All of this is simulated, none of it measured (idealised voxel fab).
Process module name: voxel self aligned contacts
Square cell edge 5 nm, section width 230 nm, ID cut.
Bands, listed from the top down, are how a cross-section gets written in this document; the cross-section itself is a grid of square cells, and a band is one or more rows of them.
Quick guide to a band line: top height, bottom height (nm) up front; then every material left to right with its width in nm. Only one material and it's marked "all across"? Then it fills the band edge to edge. And "air" just means empty space.
We count height from 0. Below that, the starting wafer is all one material. The lowest band never ends at the bottom but goes on down; see "z 0 and below" for how that is written.
Top row gets the first number, bottom row gets the second, and each row in between changes by the same step: that is how a band width like "30..40" works.
Basically "remained unchanged" means that step didn't change any cell in the cross-section.
Entry "Fully sealed cavities" = empty spaces >= 8 cells with no open way to the top; each as width x height at distance, distance from left edge, all nm.
Note: text after step settings on the step line = simulator remark on that step.
overlay nm: for a step with a mask, the amount by which the mask lay right of where it was planned; a negative amount means left of it.
[Set out below are the planned steps of the process]
step 1: RECEIVE, material Si
step 2: CONFORMAL_DEP, material SiO2, thk nm 5
step 3: DIRECTIONAL_DEP, material polySi, thk nm 20
step 4: DIRECTIONAL_DEP, material SiN, thk nm 15
step 5: DIRECTIONAL_DEP, material aC, thk nm 15
step 6: PATTERN, tone cover, mask id GATE, material resist, width nm 25, pitch nm 50, thk nm 30, overlay nm 0
step 7: DIRECTIONAL_ETCH, etch materials aC, depth nm 15
step 8: STRIP, etch materials resist
step 9: DIRECTIONAL_ETCH, etch materials SiN, depth nm 15
step 10: DIRECTIONAL_ETCH, etch materials polySi, depth nm 20
step 11: STRIP, etch materials aC
step 12: CONFORMAL_DEP, material SiN, thk nm 5
step 13: DIRECTIONAL_ETCH, etch materials SiN, depth nm 5
step 14: FILL_DEP, material SiO2, thk nm 15
step 15: CMP, height nm 50
step 16: PATTERN, tone open, mask id CONTACT, material resist, width nm 35, thk nm 15, overlay nm 0
step 17: DIRECTIONAL_ETCH, etch materials SiO2, depth nm 50
step 18: STRIP, etch materials resist
step 19: CONFORMAL_DEP, material TiN, thk nm 5
step 20: FILL_DEP, material Ru, thk nm 10
step 21: CMP, height nm 50
step 22: CONFORMAL_DEP, material SiN, thk nm 5
[Below: the first of two wafers, run as planned]
[As received (post step 1): cross-section]
	z 0 and below | Si all across
	Fully sealed cavities: none
[Wafer after step 2 (cross-section)]
	z 5 to 0 | SiO2 all across
	Heights below 0 show no change.
[Wafer after step 3 (cross-section)]
	z 25 to 5 | polySi all across
	Heights below 5 show no change.
[Wafer after step 4 (cross-section)]
	z 40 to 25 | SiN all across
	Heights below 25 show no change.
[Wafer after step 5 (cross-section)]
	z 55 to 40 | aC all across
	Heights below 40 show no change.
[Wafer after step 6 (cross-section)]
	z 85 to 55 | air (75) | resist (25) | air (25) | resist (25) | air (80)
	Heights below 55 show no change.
[Wafer after step 7 (cross-section)]
	z 70 to 55 | air (75) | resist (25) | air (25) | resist (25) | air (80)
	z 55 to 40 | air (75) | aC (25) | air (25) | aC (25) | air (80)
	Heights below 40 show no change.
[Wafer after step 8 (cross-section)]
	z 55 to 40 | air (75) | aC (25) | air (25) | aC (25) | air (80)
	Heights below 40 show no change.
[Wafer after step 9 (cross-section)]
	z 55 to 40 | air (75) | aC (25) | air (25) | aC (25) | air (80)
	z 40 to 25 | air (75) | SiN (25) | air (25) | SiN (25) | air (80)
	Heights below 25 show no change.
[Wafer after step 10 (cross-section)]
	z 55 to 40 | air (75) | aC (25) | air (25) | aC (25) | air (80)
	z 40 to 25 | air (75) | SiN (25) | air (25) | SiN (25) | air (80)
	z 25 to 5 | air (75) | polySi (25) | air (25) | polySi (25) | air (80)
	Heights below 5 show no change.
[Wafer after step 11 (cross-section)]
	z 40 to 25 | air (75) | SiN (25) | air (25) | SiN (25) | air (80)
	Heights below 25 show no change.
[Wafer after step 12 (cross-section)]
	z 45 to 25 | air (70) | SiN (35) | air (15) | SiN (35) | air (75)
	z 25 to 10 | air (70) | SiN (5) | polySi (25) | SiN (5) | air (15) | SiN (5) | polySi (25) | SiN (5) | air (75)
	z 10 to 5 | SiN (75) | polySi (25) | SiN (25) | polySi (25) | SiN (80)
	Heights below 5 show no change.
[Wafer after step 13 (cross-section)]
	z 40 to 25 | air (70) | SiN (35) | air (15) | SiN (35) | air (75)
	z 25 to 5 | air (70) | SiN (5) | polySi (25) | SiN (5) | air (15) | SiN (5) | polySi (25) | SiN (5) | air (75)
	Heights below 5 show no change.
[Wafer after step 14 (cross-section)]
	z 55 to 40 | SiO2 all across
	z 40 to 25 | SiO2 (70) | SiN (35) | SiO2 (15) | SiN (35) | SiO2 (75)
	z 25 to 5 | SiO2 (70) | SiN (5) | polySi (25) | SiN (5) | SiO2 (15) | SiN (5) | polySi (25) | SiN (5) | SiO2 (75)
	Heights below 5 show no change.
[Wafer after step 15 (cross-section)]
	z 50 to 40 | SiO2 all across
	Heights below 40 show no change.
[Wafer after step 16 (cross-section)]
	z 65 to 50 | resist (95) | air (35) | resist (100)
	Heights below 50 show no change.
[Wafer after step 17 (cross-section)]
	z 65 to 50 | resist (95) | air (35) | resist (100)
	z 50 to 40 | SiO2 (95) | air (35) | SiO2 (100)
	z 40 to 25 | SiO2 (70) | SiN (35) | air (15) | SiN (35) | SiO2 (75)
	z 25 to 5 | SiO2 (70) | SiN (5) | polySi (25) | SiN (5) | air (15) | SiN (5) | polySi (25) | SiN (5) | SiO2 (75)
	z 5 to 0 | SiO2 (105) | air (15) | SiO2 (110)
	Heights below 0 show no change.
[Wafer after step 18 (cross-section)]
	z 50 to 40 | SiO2 (95) | air (35) | SiO2 (100)
	Heights below 40 show no change.
[Wafer after step 19 (cross-section)]
	z 55 to 50 | TiN (100) | air (25) | TiN (105)
	z 50 to 40 | SiO2 (95) | TiN (5..15) | air (25..5) | TiN (5..15) | SiO2 (100)
	z 40 to 25 | SiO2 (70) | SiN (35) | TiN (5) | air (5) | TiN (5) | SiN (35) | SiO2 (75)
	z 25 to 5 | SiO2 (70) | SiN (5) | polySi (25) | SiN (5) | TiN (5) | air (5) | TiN (5) | SiN (5) | polySi (25) | SiN (5) | SiO2 (75)
	z 5 to 0 | SiO2 (105) | TiN (15) | SiO2 (110)
	Heights below 0 show no change.
[Wafer after step 20 (cross-section)]
	z 65 to 55 | Ru all across
	z 55 to 50 | TiN (100) | Ru (25) | TiN (105)
	z 50 to 40 | SiO2 (95) | TiN (5..15) | Ru (25..5) | TiN (5..15) | SiO2 (100)
	z 40 to 25 | SiO2 (70) | SiN (35) | TiN (5) | Ru (5) | TiN (5) | SiN (35) | SiO2 (75)
	z 25 to 5 | SiO2 (70) | SiN (5) | polySi (25) | SiN (5) | TiN (5) | Ru (5) | TiN (5) | SiN (5) | polySi (25) | SiN (5) | SiO2 (75)
	Heights below 5 show no change.
[Wafer after step 21 (cross-section)]
	z 50 to 40 | SiO2 (95) | TiN (5..15) | Ru (25..5) | TiN (5..15) | SiO2 (100)
	Heights below 40 show no change.
[Wafer after step 22 (cross-section)]
	z 55 to 50 | SiN all across
	Heights below 50 show no change.
[second wafer: like start, like plan, one mistake. Through step 1 it matches the first wafer]
[Second wafer: cross-section at the scheduled end of step 2]
	z 20 to 0 | polySi all across
	Heights below 0 show no change.
[Second wafer: cross-section at the scheduled end of step 3]
	z 25 to 20 | SiO2 all across
	Heights below 20 show no change.
[Second wafer: cross-section at the scheduled end of step 4]
	z 40 to 25 | SiN all across
	Heights below 25 show no change.
[Second wafer: cross-section at the scheduled end of step 5]
	z 55 to 40 | aC all across
	Heights below 40 show no change.
[Second wafer: cross-section at the scheduled end of step 6]
	z 85 to 55 | air (75) | resist (25) | air (25) | resist (25) | air (80)
	Heights below 55 show no change.
[Second wafer: cross-section at the scheduled end of step 7]
	z 70 to 55 | air (75) | resist (25) | air (25) | resist (25) | air (80)
	z 55 to 40 | air (75) | aC (25) | air (25) | aC (25) | air (80)
	Heights below 40 show no change.
[Second wafer: cross-section at the scheduled end of step 8]
	z 55 to 40 | air (75) | aC (25) | air (25) | aC (25) | air (80)
	Heights below 40 show no change.
[Second wafer: cross-section at the scheduled end of step 9]
	z 55 to 40 | air (75) | aC (25) | air (25) | aC (25) | air (80)
	z 40 to 25 | air (75) | SiN (25) | air (25) | SiN (25) | air (80)
	Heights below 25 show no change.
Second wafer: cross-section at the scheduled end of step 10: remained unchanged
[Second wafer: cross-section at the scheduled end of step 11]
	z 40 to 25 | air (75) | SiN (25) | air (25) | SiN (25) | air (80)
	Heights below 25 show no change.
[Second wafer: cross-section at the scheduled end of step 12]
	z 45 to 30 | air (70) | SiN (35) | air (15) | SiN (35) | air (75)
	z 30 to 25 | SiN all across
	Heights below 25 show no change.
[Second wafer: cross-section at the scheduled end of step 13]
	z 40 to 25 | air (70) | SiN (35) | air (15) | SiN (35) | air (75)
	Heights below 25 show no change.
[Second wafer: cross-section at the scheduled end of step 14]
	z 55 to 40 | SiO2 all across
	z 40 to 25 | SiO2 (70) | SiN (35) | SiO2 (15) | SiN (35) | SiO2 (75)
	Heights below 25 show no change.
[Second wafer: cross-section at the scheduled end of step 15]
	z 50 to 40 | SiO2 all across
	Heights below 40 show no change.
[Second wafer: cross-section at the scheduled end of step 16]
	z 65 to 50 | resist (95) | air (35) | resist (100)
	Heights below 50 show no change.
[Second wafer: cross-section at the scheduled end of step 17]
	z 65 to 50 | resist (95) | air (35) | resist (100)
	z 50 to 40 | SiO2 (95) | air (35) | SiO2 (100)
	z 40 to 25 | SiO2 (70) | SiN (35) | air (15) | SiN (35) | SiO2 (75)
	z 25 to 20 | SiO2 (105) | air (15) | SiO2 (110)
	Heights below 20 show no change.
[Second wafer: cross-section at the scheduled end of step 18]
	z 50 to 40 | SiO2 (95) | air (35) | SiO2 (100)
	Heights below 40 show no change.
[Second wafer: cross-section at the scheduled end of step 19]
	z 55 to 50 | TiN (100) | air (25) | TiN (105)
	z 50 to 40 | SiO2 (95) | TiN (5..15) | air (25..5) | TiN (5..15) | SiO2 (100)
	z 40 to 25 | SiO2 (70) | SiN (35) | TiN (5) | air (5) | TiN (5) | SiN (35) | SiO2 (75)
	z 25 to 20 | SiO2 (105) | TiN (15) | SiO2 (110)
	Heights below 20 show no change.
[Second wafer: cross-section at the scheduled end of step 20]
	z 65 to 55 | Ru all across
	z 55 to 50 | TiN (100) | Ru (25) | TiN (105)
	z 50 to 40 | SiO2 (95) | TiN (5..15) | Ru (25..5) | TiN (5..15) | SiO2 (100)
	z 40 to 25 | SiO2 (70) | SiN (35) | TiN (5) | Ru (5) | TiN (5) | SiN (35) | SiO2 (75)
	Heights below 25 show no change.
[Second wafer: cross-section at the scheduled end of step 21]
	z 50 to 40 | SiO2 (95) | TiN (5..15) | Ru (25..5) | TiN (5..15) | SiO2 (100)
	Heights below 40 show no change.
[Second wafer: cross-section at the scheduled end of step 22]
	z 55 to 50 | SiN all across
	Heights below 50 show no change.
Finding, execution versus plan: so 2 and 3 got swapped relative to the plan, each ran where the other was supposed to
Bottom line after processing is that, in cells, the second wafer is up or down on some materials versus the first: -4 Ru; -16 SiN; -116 SiO2; -8 TiN; +144 polySi
